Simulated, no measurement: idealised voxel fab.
The following is a process module called voxel self aligned contacts.
Cross-section cut: width 250 nm, square cells of 5 nm.
This document writes a cross-section as a grid whose cells are square, and gives it as bands, listed from the top down; one or more rows of cells form a band. Heights first: top, then bottom, in nm. Then materials, left to right, each with a width in nm. "throughout" on a single material: fills the band edge to edge. "air": empty space. Heights from 0 (as-received wafer is one material below). Bottom band endless downward, as "0..down". A width given as "30..40" starts at the first number in the band's top row and ends at the second number in its bottom row, shifting by an equal amount at every step from row to row. Basically "no alteration" means that step didn't change any cell in the cross-section. Reported under the label "Closed-off voids" are the empty spaces having no open way to the top and comprising 8 cells or more; the notation for each is width x height at distance, in which the distance is measured from the left edge and all three values are in nm. Note: text after step settings on the step line = simulator remark on that step. overlay nm: mask offset rightward from planned place, masked step; negative means leftward offset.
**Here's what the planned process steps look like**
1: RECEIVE (material Si)
2: CONFORMAL_DEP (material SiO2; thk nm 5)
3: DIRECTIONAL_DEP (material polySi; thk nm 20)
4: DIRECTIONAL_DEP (material SiN; thk nm 20)
5: DIRECTIONAL_DEP (material aC; thk nm 15)
6: PATTERN (tone cover; mask id GATE; material resist; width nm 35; pitch nm 70; thk nm 35; overlay nm 0)
7: DIRECTIONAL_ETCH (etch materials aC; depth nm 15)
8: STRIP (etch materials resist)
9: DIRECTIONAL_ETCH (etch materials SiN; depth nm 20)
10: DIRECTIONAL_ETCH (etch materials polySi; depth nm 20)
11: STRIP (etch materials aC)
12: CONFORMAL_DEP (material SiN; thk nm 5)
13: DIRECTIONAL_ETCH (etch materials SiN; depth nm 5)
14: FILL_DEP (material SiO2; thk nm 10)
15: CMP (height nm 50)
16: DIRECTIONAL_DEP (material aC; thk nm 15)
17: PATTERN (tone open; mask id CONTACT; material resist; width nm 55; thk nm 30; overlay nm 0)
18: DIRECTIONAL_ETCH (etch materials aC; depth nm 15)
19: STRIP (etch materials resist)
20: DIRECTIONAL_ETCH (etch materials SiO2; depth nm 50)
21: STRIP (etch materials aC)
22: CONFORMAL_DEP (material TiN; thk nm 5)
23: FILL_DEP (material W; thk nm 10)
24: CMP (height nm 50)
25: CONFORMAL_DEP (material SiCN; thk nm 5)
**The following pertains to the first of two wafers, which was processed as planned**
**Wafer at receipt (post step 1), cross-section**
- 0..down: Si throughout
- Closed-off voids: none
**Once step 2 is through, the wafer looks like this in cross-section**
- 5..0: SiO2 throughout
- Below 0, the layers are the same as they were.
**Once step 3 is through, the wafer looks like this in cross-section**
- 25..5: polySi throughout
- Below 5, the layers are the same as they were.
**Once step 4 is through, the wafer looks like this in cross-section**
- 45..25: SiN throughout
- Below 25, the layers are the same as they were.
**Once step 5 is through, the wafer looks like this in cross-section**
- 60..45: aC throughout
- Below 45, the layers are the same as they were.
**Once step 6 is through, the wafer looks like this in cross-section**
- 95..60: air 70; resist 35; air 35; resist 35; air 75
- Below 60, the layers are the same as they were.
**Once step 7 is through, the wafer looks like this in cross-section**
- 80..60: air 70; resist 35; air 35; resist 35; air 75
- 60..45: air 70; aC 35; air 35; aC 35; air 75
- Below 45, the layers are the same as they were.
**Once step 8 is through, the wafer looks like this in cross-section**
- 60..45: air 70; aC 35; air 35; aC 35; air 75
- Below 45, the layers are the same as they were.
**Once step 9 is through, the wafer looks like this in cross-section**
- 60..45: air 70; aC 35; air 35; aC 35; air 75
- 45..25: air 70; SiN 35; air 35; SiN 35; air 75
- Below 25, the layers are the same as they were.
**Once step 10 is through, the wafer looks like this in cross-section**
- 60..45: air 70; aC 35; air 35; aC 35; air 75
- 45..25: air 70; SiN 35; air 35; SiN 35; air 75
- 25..5: air 70; polySi 35; air 35; polySi 35; air 75
- Below 5, the layers are the same as they were.
**Once step 11 is through, the wafer looks like this in cross-section**
- 45..25: air 70; SiN 35; air 35; SiN 35; air 75
- Below 25, the layers are the same as they were.
**Once step 12 is through, the wafer looks like this in cross-section**
- 50..25: air 65; SiN 45; air 25; SiN 45; air 70
- 25..10: air 65; SiN 5; polySi 35; SiN 5; air 25; SiN 5; polySi 35; SiN 5; air 70
- 10..5: SiN 70; polySi 35; SiN 35; polySi 35; SiN 75
- Below 5, the layers are the same as they were.
**Once step 13 is through, the wafer looks like this in cross-section**
- 45..25: air 65; SiN 45; air 25; SiN 45; air 70
- 25..5: air 65; SiN 5; polySi 35; SiN 5; air 25; SiN 5; polySi 35; SiN 5; air 70
- Below 5, the layers are the same as they were.
**Once step 14 is through, the wafer looks like this in cross-section**
- 55..45: SiO2 throughout
- 45..25: SiO2 65; SiN 45; SiO2 25; SiN 45; SiO2 70
- 25..5: SiO2 65; SiN 5; polySi 35; SiN 5; SiO2 25; SiN 5; polySi 35; SiN 5; SiO2 70
- Below 5, the layers are the same as they were.
**Once step 15 is through, the wafer looks like this in cross-section**
- 50..45: SiO2 throughout
- Below 45, the layers are the same as they were.
**Once step 16 is through, the wafer looks like this in cross-section**
- 65..50: aC throughout
- Below 50, the layers are the same as they were.
**Once step 17 is through, the wafer looks like this in cross-section**
- 95..65: resist 95; air 55; resist 100
- Below 65, the layers are the same as they were.
**Once step 18 is through, the wafer looks like this in cross-section**
- 80..65: resist 95; air 55; resist 100
- 65..50: aC 95; air 55; aC 100
- Below 50, the layers are the same as they were.
**Once step 19 is through, the wafer looks like this in cross-section**
- 65..50: aC 95; air 55; aC 100
- Below 50, the layers are the same as they were.
**Once step 20 is through, the wafer looks like this in cross-section**
- 65..50: aC 95; air 55; aC 100
- 50..45: SiO2 95; air 55; SiO2 100
- 45..25: SiO2 65; SiN 45; air 25; SiN 45; SiO2 70
- 25..5: SiO2 65; SiN 5; polySi 35; SiN 5; air 25; SiN 5; polySi 35; SiN 5; SiO2 70
- 5..0: SiO2 110; air 25; SiO2 115
- Below 0, the layers are the same as they were.
**Once step 21 is through, the wafer looks like this in cross-section**
- 50..45: SiO2 95; air 55; SiO2 100
- Below 45, the layers are the same as they were.
**Once step 22 is through, the wafer looks like this in cross-section**
- 55..50: TiN 100; air 45; TiN 105
- 50..45: SiO2 95; TiN 20; air 15; TiN 20; SiO2 100
- 45..25: SiO2 65; SiN 45; TiN 5; air 15; TiN 5; SiN 45; SiO2 70
- 25..5: SiO2 65; SiN 5; polySi 35; SiN 5; TiN 5; air 15; TiN 5; SiN 5; polySi 35; SiN 5; SiO2 70
- 5..0: SiO2 110; TiN 25; SiO2 115
- Below 0, the layers are the same as they were.
**Once step 23 is through, the wafer looks like this in cross-section**
- 65..55: W throughout
- 55..50: TiN 100; W 45; TiN 105
- 50..45: SiO2 95; TiN 20; W 15; TiN 20; SiO2 100
- 45..25: SiO2 65; SiN 45; TiN 5; W 15; TiN 5; SiN 45; SiO2 70
- 25..5: SiO2 65; SiN 5; polySi 35; SiN 5; TiN 5; W 15; TiN 5; SiN 5; polySi 35; SiN 5; SiO2 70
- Below 5, the layers are the same as they were.
**Once step 24 is through, the wafer looks like this in cross-section**
- 50..45: SiO2 95; TiN 20; W 15; TiN 20; SiO2 100
- Below 45, the layers are the same as they were.
**Once step 25 is through, the wafer looks like this in cross-section**
- 55..50: SiCN throughout
- Below 50, the layers are the same as they were.
**Now the other wafer: same start, same recipe, but we messed up one thing when running it. Up to and including step 1 it's the same as the first one**
Second wafer, cross-section, planned end of step 2: no alteration
**Second wafer, cross-section, planned end of step 3**
- 20..0: polySi throughout
- Below 0, the layers are the same as they were.
**Second wafer, cross-section, planned end of step 4**
- 40..20: SiN throughout
- Below 20, the layers are the same as they were.
**Second wafer, cross-section, planned end of step 5**
- 55..40: aC throughout
- Below 40, the layers are the same as they were.
**Second wafer, cross-section, planned end of step 6**
- 90..55: air 70; resist 35; air 35; resist 35; air 75
- Below 55, the layers are the same as they were.
**Second wafer, cross-section, planned end of step 7**
- 75..55: air 70; resist 35; air 35; resist 35; air 75
- 55..40: air 70; aC 35; air 35; aC 35; air 75
- Below 40, the layers are the same as they were.
**Second wafer, cross-section, planned end of step 8**
- 55..40: air 70; aC 35; air 35; aC 35; air 75
- Below 40, the layers are the same as they were.
**Second wafer, cross-section, planned end of step 9**
- 55..40: air 70; aC 35; air 35; aC 35; air 75
- 40..20: air 70; SiN 35; air 35; SiN 35; air 75
- Below 20, the layers are the same as they were.
**Second wafer, cross-section, planned end of step 10**
- 55..40: air 70; aC 35; air 35; aC 35; air 75
- 40..20: air 70; SiN 35; air 35; SiN 35; air 75
- 20..0: air 70; polySi 35; air 35; polySi 35; air 75
- Below 0, the layers are the same as they were.
**Second wafer, cross-section, planned end of step 11**
- 40..20: air 70; SiN 35; air 35; SiN 35; air 75
- Below 20, the layers are the same as they were.
**Second wafer, cross-section, planned end of step 12**
- 45..20: air 65; SiN 45; air 25; SiN 45; air 70
- 20..5: air 65; SiN 5; polySi 35; SiN 5; air 25; SiN 5; polySi 35; SiN 5; air 70
- 5..0: SiN 70; polySi 35; SiN 35; polySi 35; SiN 75
- Below 0, the layers are the same as they were.
**Second wafer, cross-section, planned end of step 13**
- 40..20: air 65; SiN 45; air 25; SiN 45; air 70
- 20..0: air 65; SiN 5; polySi 35; SiN 5; air 25; SiN 5; polySi 35; SiN 5; air 70
- Below 0, the layers are the same as they were.
**Second wafer, cross-section, planned end of step 14**
- 50..40: SiO2 throughout
- 40..20: SiO2 65; SiN 45; SiO2 25; SiN 45; SiO2 70
- 20..0: SiO2 65; SiN 5; polySi 35; SiN 5; SiO2 25; SiN 5; polySi 35; SiN 5; SiO2 70
- Below 0, the layers are the same as they were.
Second wafer, cross-section, planned end of step 15: no alteration
**Second wafer, cross-section, planned end of step 16**
- 65..50: aC throughout
- Below 50, the layers are the same as they were.
**Second wafer, cross-section, planned end of step 17**
- 95..65: resist 95; air 55; resist 100
- Below 65, the layers are the same as they were.
**Second wafer, cross-section, planned end of step 18**
- 80..65: resist 95; air 55; resist 100
- 65..50: aC 95; air 55; aC 100
- Below 50, the layers are the same as they were.
**Second wafer, cross-section, planned end of step 19**
- 65..50: aC 95; air 55; aC 100
- Below 50, the layers are the same as they were.
**Second wafer, cross-section, planned end of step 20**
- 65..50: aC 95; air 55; aC 100
- 50..40: SiO2 95; air 55; SiO2 100
- 40..20: SiO2 65; SiN 45; air 25; SiN 45; SiO2 70
- 20..0: SiO2 65; SiN 5; polySi 35; SiN 5; air 25; SiN 5; polySi 35; SiN 5; SiO2 70
- Below 0, the layers are the same as they were.
**Second wafer, cross-section, planned end of step 21**
- 50..40: SiO2 95; air 55; SiO2 100
- Below 40, the layers are the same as they were.
**Second wafer, cross-section, planned end of step 22**
- 55..50: TiN 100; air 45; TiN 105
- 50..40: SiO2 95; TiN 5..20; air 45..15; TiN 5..20; SiO2 100
- 40..20: SiO2 65; SiN 45; TiN 5; air 15; TiN 5; SiN 45; SiO2 70
- 20..5: SiO2 65; SiN 5; polySi 35; SiN 5; TiN 5; air 15; TiN 5; SiN 5; polySi 35; SiN 5; SiO2 70
- 5..0: SiO2 65; SiN 5; polySi 35; SiN 5; TiN 25; SiN 5; polySi 35; SiN 5; SiO2 70
- Below 0, the layers are the same as they were.
**Second wafer, cross-section, planned end of step 23**
- 65..55: W throughout
- 55..50: TiN 100; W 45; TiN 105
- 50..40: SiO2 95; TiN 5..20; W 45..15; TiN 5..20; SiO2 100
- 40..20: SiO2 65; SiN 45; TiN 5; W 15; TiN 5; SiN 45; SiO2 70
- 20..5: SiO2 65; SiN 5; polySi 35; SiN 5; TiN 5; W 15; TiN 5; SiN 5; polySi 35; SiN 5; SiO2 70
- Below 5, the layers are the same as they were.
**Second wafer, cross-section, planned end of step 24**
- 50..40: SiO2 95; TiN 5..20; W 45..15; TiN 5..20; SiO2 100
- Below 40, the layers are the same as they were.
**Second wafer, cross-section, planned end of step 25**
- 55..50: SiCN throughout
- Below 50, the layers are the same as they were.
Diagnosis: the run left out plan step 2 entirely, so it was never executed
FYI, end of process, the second wafer has more or fewer cells of some materials than the first: -6 SiO2, +6 W
